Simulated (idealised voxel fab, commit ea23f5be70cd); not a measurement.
Process module under the name voxel fin reveal
The cross-section on display is named cut; it measures 160 nm wide, and its cells are 5 nm squares.
In what follows, cross-sections appear as grids of square cells, described through bands that run from the top down, where every band is one or more rows of cells. Band entry format. Leading values: height of top, height of bottom, nm. Remainder: materials in left-to-right order, each with its width in nm. Special words: "full width" on a single material, which then fills the band edge to edge; "empty", empty space. For the purposes of this specification, 0 denotes the height below which the wafer in its as-received condition is composed wholly of one material, and the lowermost band, lacking a lower limit, extends downward without end, as expressed in "0 and below". The notation "30..40" denotes a width that varies across the rows of cells in the band, beginning at the first number in the top row, finishing at the second number in the bottom row, and changing by an identical amount from each row to the next. It should be understood that the words "left unchanged", when stated for a given step, signify that the cross-section underwent no change in any of its cells during that step. Closed empty spaces (no open way to the top) of 8 cells or more are what "Closed internal cavities" lists, each as width x height at distance from the left edge, nm for all three. Whatever follows a step's settings on its line is a remark the simulator itself makes about that step. The optional step-line setting "overlay nm" applies to steps with a mask and quantifies how far to the right of its planned location the mask lay, a negative value indicating leftward placement.
Here's what the planned process steps look like:
- 1: RECEIVE,material Si
- 2: CONFORMAL_DEP,material SiN,thk nm 10
- 3: DIRECTIONAL_DEP,material aC,thk nm 10
- 4: PATTERN,tone cover,mask id FINS,material resist,width nm 15,pitch nm 35,thk nm 30,overlay nm 0
- 5: DIRECTIONAL_ETCH,etch materials aC,depth nm 10
- 6: STRIP,etch materials resist
- 7: DIRECTIONAL_ETCH,etch materials SiN,depth nm 10
- 8: DIRECTIONAL_ETCH,etch materials Si,depth nm 40
- 9: STRIP,etch materials aC
- 10: FILL_DEP,material SiO2,thk nm 15
- 11: CMP,height nm 10
- 12: SELECTIVE_ETCH,etch materials SiO2,depth nm 25
- 13: STRIP,etch materials SiN
- 14: CONFORMAL_DEP,material SiO2,thk nm 5
First out of two wafers; run went to plan:
Incoming wafer in cross-section (state: after step 1):
  0 and below  Si full width
  Closed internal cavities: none
Step 2 complete: cross-section through the wafer:
  10 down to 0  SiN full width
  Beneath the level 0, the cross-section is identical to its previous state.
Step 3 complete: cross-section through the wafer:
  20 down to 10  aC full width
  Beneath the level 10, the cross-section is identical to its previous state.
Step 4 complete: cross-section through the wafer:
  50 down to 20  35 empty; 15 resist; 20 empty; 15 resist; 20 empty; 15 resist; 40 empty
  Beneath the level 20, the cross-section is identical to its previous state.
Step 5 complete: cross-section through the wafer:
  40 down to 20  35 empty; 15 resist; 20 empty; 15 resist; 20 empty; 15 resist; 40 empty
  20 down to 10  35 empty; 15 aC; 20 empty; 15 aC; 20 empty; 15 aC; 40 empty
  Beneath the level 10, the cross-section is identical to its previous state.
Step 6 complete: cross-section through the wafer:
  20 down to 10  35 empty; 15 aC; 20 empty; 15 aC; 20 empty; 15 aC; 40 empty
  Beneath the level 10, the cross-section is identical to its previous state.
Step 7 complete: cross-section through the wafer:
  20 down to 10  35 empty; 15 aC; 20 empty; 15 aC; 20 empty; 15 aC; 40 empty
  10 down to 0  35 empty; 15 SiN; 20 empty; 15 SiN; 20 empty; 15 SiN; 40 empty
  Beneath the level 0, the cross-section is identical to its previous state.
Step 8 complete: cross-section through the wafer:
  20 down to 10  35 empty; 15 aC; 20 empty; 15 aC; 20 empty; 15 aC; 40 empty
  10 down to 0  35 empty; 15 SiN; 20 empty; 15 SiN; 20 empty; 15 SiN; 40 empty
  0 down to -40  35 empty; 15 Si; 20 empty; 15 Si; 20 empty; 15 Si; 40 empty
  Beneath the level -40, the cross-section is identical to its previous state.
Step 9 complete: cross-section through the wafer:
  10 down to 0  35 empty; 15 SiN; 20 empty; 15 SiN; 20 empty; 15 SiN; 40 empty
  Beneath the level 0, the cross-section is identical to its previous state.
Step 10 complete: cross-section through the wafer:
  25 down to 10  SiO2 full width
  10 down to 0  35 SiO2; 15 SiN; 20 SiO2; 15 SiN; 20 SiO2; 15 SiN; 40 SiO2
  0 down to -40  35 SiO2; 15 Si; 20 SiO2; 15 Si; 20 SiO2; 15 Si; 40 SiO2
  Beneath the level -40, the cross-section is identical to its previous state.
Step 11 complete: cross-section through the wafer:
  10 down to 0  35 SiO2; 15 SiN; 20 SiO2; 15 SiN; 20 SiO2; 15 SiN; 40 SiO2
  Beneath the level 0, the cross-section is identical to its previous state.
Step 12 complete: cross-section through the wafer:
  10 down to 0  35 empty; 15 SiN; 20 empty; 15 SiN; 20 empty; 15 SiN; 40 empty
  0 down to -15  35 empty; 15 Si; 20 empty; 15 Si; 20 empty; 15 Si; 40 empty
  Beneath the level -15, the cross-section is identical to its previous state.
Step 13 complete: cross-section through the wafer:
  0 down to -15  35 empty; 15 Si; 20 empty; 15 Si; 20 empty; 15 Si; 40 empty
  Beneath the level -15, the cross-section is identical to its previous state.
Step 14 complete: cross-section through the wafer:
  5 down to 0  30 empty; 25 SiO2; 10 empty; 25 SiO2; 10 empty; 25 SiO2; 35 empty
  0 down to -10  30 empty; 5 SiO2; 15 Si; 5 SiO2; 10 empty; 5 SiO2; 15 Si; 5 SiO2; 10 empty; 5 SiO2; 15 Si; 5 SiO2; 35 empty
  -10 down to -40  35 SiO2; 15 Si; 20 SiO2; 15 Si; 20 SiO2; 15 Si; 40 SiO2
  Beneath the level -40, the cross-section is identical to its previous state.
The remaining wafer, second of the two, started like the first and was run to the same plan, except that one mistake was made along the way; the two coincide through step 10, inclusive:
What the second wafer looks like in cross-section when step 11 should have wrapped up:
  10 down to 0  35 SiO2; 15 SiN; 20 SiO2; 15 SiN; 20 SiO2; 15 SiN; 40 SiO2
  Beneath the level 0, the cross-section is identical to its previous state.
What the second wafer looks like in cross-section when step 12 should have wrapped up:
  10 down to 0  35 empty; 15 SiN; 20 empty; 15 SiN; 20 empty; 15 SiN; 40 empty
  0 down to -15  35 empty; 15 Si; 20 empty; 15 Si; 20 empty; 15 Si; 40 empty
  Beneath the level -15, the cross-section is identical to its previous state.
What the second wafer looks like in cross-section when step 13 should have wrapped up:
  0 down to -15  35 empty; 15 Si; 20 empty; 15 Si; 20 empty; 15 Si; 40 empty
  Beneath the level -15, the cross-section is identical to its previous state.
What the second wafer looks like in cross-section when step 14 should have wrapped up:
  5 down to 0  30 empty; 25 SiO2; 10 empty; 25 SiO2; 10 empty; 25 SiO2; 35 empty
  0 down to -10  30 empty; 5 SiO2; 15 Si; 5 SiO2; 10 empty; 5 SiO2; 15 Si; 5 SiO2; 10 empty; 5 SiO2; 15 Si; 5 SiO2; 35 empty
  -10 down to -40  35 SiO2; 15 Si; 20 SiO2; 15 Si; 20 SiO2; 15 Si; 40 SiO2
  Beneath the level -40, the cross-section is identical to its previous state.
Here's what went sideways: twice, step 11 of the plan was run
Same final cross-section on the two wafers, so the model's numbers don't move because of the mistake.
